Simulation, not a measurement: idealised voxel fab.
process module | voxel wiring stack
We display cut, a cross-section 205 nm in width whose square cells are each 5 nm.
Just so we're on the same page, the cross-sections are grids of square cells, and they're listed out in bands top to bottom, each band one or more rows deep.
For a band, the entry starts with two heights in nm, that of the top and then that of the bottom, and carries on with the band's materials in order from left to right, each alongside its width in nm; the word "everywhere" beside a single material means it fills the band edge to edge, and "empty" means empty space.
Basically, 0 is our baseline, since under it the wafer straight out of the box is all one material. The bottom band has no lower end and keeps on going down, so it looks like "from 0 down".
The width entry "30..40" should be interpreted row by row: the top row of cells in the band takes the first number, the bottom row takes the second number, and the change between adjacent rows is uniform throughout.
"no change occurred" after a step means that no cell of the cross-section changed.
In the "Encapsulated voids" entry, you get each enclosed empty space of 8 cells or more, one with no open way to the top, written width x height at distance, distance from the left edge, in nm.
Post-settings text on a step line: simulator's own remark regarding the step.
A step's line can hold "overlay nm"; with a mask on that step, the setting says how far right of the planned place the mask lay, while a negative setting says it lay to the left.
List of planned process steps:
1: RECEIVE (material Si)
2: CONFORMAL_DEP (material SiO2; thk nm 10)
3: CONFORMAL_DEP (material SiCN; thk nm 5)
4: DIRECTIONAL_DEP (material lowk; thk nm 25)
5: DIRECTIONAL_DEP (material aC; thk nm 15)
6: PATTERN (tone open; mask id METAL_1; material resist; width nm 20; pitch nm 45; thk nm 35; overlay nm 0)
7: DIRECTIONAL_ETCH (etch materials aC; depth nm 15)
8: STRIP (etch materials resist)
9: DIRECTIONAL_ETCH (etch materials lowk; depth nm 25)
10: DIRECTIONAL_ETCH (etch materials SiCN; depth nm 5)
11: STRIP (etch materials aC)
12: CONFORMAL_DEP (material TiN; thk nm 5)
13: FILL_DEP (material Ru; thk nm 5)
14: CMP (height nm 40)
15: CONFORMAL_DEP (material SiCN; thk nm 5)
16: DIRECTIONAL_DEP (material lowk; thk nm 15)
17: DIRECTIONAL_DEP (material aC; thk nm 10)
18: PATTERN (tone open; mask id PLUG_1; material resist; width nm 15; thk nm 25; overlay nm 0)
19: DIRECTIONAL_ETCH (etch materials aC; depth nm 10)
20: STRIP (etch materials resist)
21: DIRECTIONAL_ETCH (etch materials lowk; depth nm 15)
22: DIRECTIONAL_ETCH (etch materials SiCN; depth nm 5)
23: STRIP (etch materials aC)
24: CONFORMAL_DEP (material TiN; thk nm 5)
25: FILL_DEP (material Ru; thk nm 10)
26: CMP (height nm 60)
27: DIRECTIONAL_DEP (material TiN; thk nm 5)
28: DIRECTIONAL_DEP (material Ru; thk nm 20)
29: DIRECTIONAL_DEP (material aC; thk nm 10)
30: PATTERN (tone cover; mask id METAL_2; material resist; width nm 20; pitch nm 45; thk nm 25; overlay nm 0)
31: DIRECTIONAL_ETCH (etch materials aC; depth nm 10)
32: STRIP (etch materials resist)
33: DIRECTIONAL_ETCH (etch materials Ru; depth nm 20)
34: DIRECTIONAL_ETCH (etch materials TiN; depth nm 5)
35: STRIP (etch materials aC)
36: CONFORMAL_DEP (material SiCN; thk nm 5)
37: FILL_DEP (material lowk; thk nm 5)
38: CMP (height nm 85)
39: CONFORMAL_DEP (material SiCN; thk nm 5)
40: DIRECTIONAL_DEP (material lowk; thk nm 10)
41: PATTERN (tone open; mask id PLUG_2; material resist; width nm 15; pitch nm 45; thk nm 15; overlay nm 0)
42: DIRECTIONAL_ETCH (etch materials lowk; depth nm 10)
43: DIRECTIONAL_ETCH (etch materials SiCN; depth nm 5)
44: STRIP (etch materials resist)
45: CONFORMAL_DEP (material TiN; thk nm 5)
46: FILL_DEP (material Cu; thk nm 5)
47: CMP (height nm 100)
48: DIRECTIONAL_DEP (material TiN; thk nm 5)
49: DIRECTIONAL_DEP (material Ru; thk nm 15)
50: DIRECTIONAL_DEP (material aC; thk nm 15)
51: PATTERN (tone cover; mask id METAL_3; material resist; width nm 20; pitch nm 45; thk nm 30; overlay nm 0)
52: DIRECTIONAL_ETCH (etch materials aC; depth nm 15)
53: STRIP (etch materials resist)
54: DIRECTIONAL_ETCH (etch materials Ru; depth nm 15)
55: DIRECTIONAL_ETCH (etch materials TiN; depth nm 5)
56: STRIP (etch materials aC)
57: FILL_DEP (material lowk; thk nm 5)
58: CMP (height nm 120)
59: CONFORMAL_DEP (material SiN; thk nm 5)
Received-state cross-section, reflecting completion of step 1:
    from 0 down: Si everywhere
    Encapsulated voids: none
Run as planned - first of the two wafers cross-sectioned at the end of the module:
    from 125 to 120: SiN everywhere
    from 120 to 105: lowk=70; Ru=20; lowk=25; Ru=20; lowk=70
    from 105 to 100: lowk=70; TiN=20; lowk=25; TiN=20; lowk=70
    from 100 to 90: lowk=70; TiN=5; Cu=5; TiN=5; lowk=30; TiN=5; Cu=5; TiN=5; lowk=75
    from 90 to 85: SiCN=70; TiN=15; SiCN=30; TiN=15; SiCN=75
    from 85 to 65: lowk=65; SiCN=5; Ru=20; SiCN=5; lowk=15; SiCN=5; Ru=20; SiCN=5; lowk=65
    from 65 to 60: SiCN=70; TiN=20; SiCN=25; TiN=20; SiCN=70
    from 60 to 45: lowk=70; TiN=5; Ru=5; TiN=5; lowk=120
    from 45 to 40: SiCN=70; TiN=15; SiCN=120
    from 40 to 15: lowk=70; TiN=5; Ru=10; TiN=5; lowk=25; TiN=5; Ru=10; TiN=5; lowk=70
    from 15 to 10: SiCN=70; TiN=20; SiCN=25; TiN=20; SiCN=70
    from 10 to 0: SiO2 everywhere
    from 0 down: Si everywhere
    Encapsulated voids: none
Cross-sectional image of the second wafer of the two following completion of the module. Starting state and process plan were the same as for the first wafer; one execution error occurred:
    from 125 to 120: SiN everywhere
    from 120 to 105: lowk=70; Ru=20; lowk=25; Ru=20; lowk=70
    from 105 to 100: lowk=70; TiN=20; lowk=25; TiN=20; lowk=70
    from 100 to 90: lowk=70; TiN=5; Cu=5; TiN=5; lowk=30; TiN=5; Cu=5; TiN=5; lowk=75
    from 90 to 85: SiCN=70; TiN=15; SiCN=30; TiN=15; SiCN=75
    from 85 to 65: lowk=65; SiCN=5; Ru=20; SiCN=5; lowk=15; SiCN=5; Ru=20; SiCN=5; lowk=65
    from 65 to 60: SiCN=70; TiN=20; SiCN=25; TiN=20; SiCN=70
    from 60 to 45: lowk=70; TiN=5; Ru=5; TiN=5; lowk=120
    from 45 to 40: SiCN=70; TiN=15; SiCN=120
    from 40 to 15: lowk=75; Ru=10; lowk=35; Ru=10; lowk=75
    from 15 to 10: SiCN=70; lowk=20; SiCN=25; lowk=20; SiCN=70
    from 10 to 0: SiO2 everywhere
    from 0 down: Si everywhere
    Encapsulated voids: none
Deviation from plan: step 12 did not happen as planned, as run it was CONFORMAL_DEP (material lowk; thk nm 5)
Final tally in cells, some materials are higher or lower on the second wafer than on the first: 28 fewer of TiN, 28 more of lowk
